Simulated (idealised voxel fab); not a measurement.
This section sets out a process module, namely voxel lift off.
Section shown: cut. Width: 205 nm. Cell size: 5 nm, square.
Cross-sections here: square-cell grids, written as top-down lists of bands, a band being one or more rows of cells. This entry defines a band. It first specifies the height of the band's top and the height of its bottom in nm, and then specifies the band's materials from left to right, stating each material with its width in nm. The word "edge to edge" identifies a single material that fills the band from edge to edge, while the word "blank" identifies empty space. Height datum 0, below which the as-received substrate wafer is one material. Lowest band open at the bottom, running downward: "top 0, no bottom". The width entry "30 to 40" should be interpreted row by row: the top row of cells in the band takes the first number, the bottom row takes the second number, and the change between adjacent rows is uniform throughout. The cross-section has no changed cell in any step marked "no modifications". If an empty space has no open way to the top and is at least 8 cells in size, "Enclosed void listing" lists it, written width x height at distance, where distance is measured from the left edge and every value is in nm. Step line, after settings: the simulator's comment on this step. Among the settings permitted on a step's line is "overlay nm"; applied to a step with a mask, it specifies the extent to which the mask lay to the right of its planned position, whereas a negative figure signifies a position to the left.

**So here's the lineup of process steps we planned**
1 RECEIVE | material Si
2 CONFORMAL_DEP | material Al2O3 | thk nm 15
3 PATTERN | tone open | mask id LINES | material resist | width nm 30 | pitch nm 55 | thk nm 25 | overlay nm 0
4 DIRECTIONAL_DEP | material Ru | thk nm 5
5 STRIP | etch materials resist
6 CONFORMAL_DEP | material SiN | thk nm 5
Variable across wafers: step 4 thk nm (plan value is that of the first wafer; starting state common to all).

**Received wafers, first of several: cross-section after step 1**
  top 0, no bottom = Si edge to edge
  Enclosed void listing: none

**Heads up, this table goes wafer by wafer. A row tells you, at the end of the module, how many cells of each material that wafer has put on (+) or dropped (-) since it was received, and then its closed voids**
thk nm 5 | +123 Al2O3 | +12 Ru | +45 SiN | Enclosed void listing: none
thk nm 10 | +123 Al2O3 | +24 Ru | +49 SiN | Enclosed void listing: none
thk nm 15 | +123 Al2O3 | +36 Ru | +53 SiN | Enclosed void listing: none
thk nm 20 | +123 Al2O3 | +48 Ru | +57 SiN | Enclosed void listing: none
